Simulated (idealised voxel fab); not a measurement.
Herein follows the process module entitled voxel tone inversion.
The cross-section on display is named cut; it measures 210 nm wide, and its cells are 5 nm squares.
Each cross-section below is a grid of square cells, stated as bands in top-down order, with one or more rows of cells making up each band.
Heights first: top, then bottom, in nm. Then materials, left to right, each with a width in nm. "throughout" on a single material: fills the band edge to edge. "blank": empty space.
Counting heights begins at 0, where everything beneath is, in the wafer as received, one material. The lowest band has no bottom; it goes on downwards, as "0 down" shows.
Graded width ("30..40"): value in top row of band = first number; value in bottom row = second number; row-to-row change constant.
Given "no alteration" for a step, no cell of the cross-section differs between before and after that step.
This entry, "Cavities, closed", enumerates those empty regions of no fewer than 8 cells that possess no open connection to the top. Each region is reported in the form width x height at distance, the distance being taken from the left edge, with all three quantities expressed in nm.
Step line, after settings: the simulator's comment on this step.
A step line may carry the setting "overlay nm", which, for steps involving a mask, states the distance by which the mask lay to the right of its intended position; negative values denote displacement to the left.
LISTED BELOW ARE THE PROCESS STEPS AS PLANNED
step 1: RECEIVE [material Si]
step 2: CONFORMAL_DEP [material SiCN] [thk nm 10]
step 3: DIRECTIONAL_DEP [material aC] [thk nm 15]
step 4: PATTERN [tone cover] [mask id POSTS] [material resist] [width nm 15] [pitch nm 30] [thk nm 25] [overlay nm 0]
step 5: DIRECTIONAL_ETCH [etch materials aC] [depth nm 15]
step 6: STRIP [etch materials resist]
step 7: FILL_DEP [material lowk] [thk nm 10]
step 8: CMP [height nm 25]
step 9: STRIP [etch materials aC]
CROSS-SECTION OF THE WAFER AT RECEIPT, WHICH IS THE CONDITION AFTER STEP 1
    0 down | Si throughout
    Cavities, closed: none
END-OF-MODULE CROSS-SECTION. STARTING STRUCTURE AND PROCESS PLAN AS ABOVE; ONE MISTAKE MADE IN RUNNING IT
    25 to 10 | blank (80), then lowk (15), then blank (15), then lowk (15), then blank (85)
    10 to 0 | SiCN throughout
    0 down | Si throughout
    Cavities, closed: none
Deviation from plan: contrary to plan, step 4 was performed as PATTERN [tone open] [mask id POSTS] [material resist] [width nm 15] [pitch nm 30] [thk nm 25] [overlay nm 0]
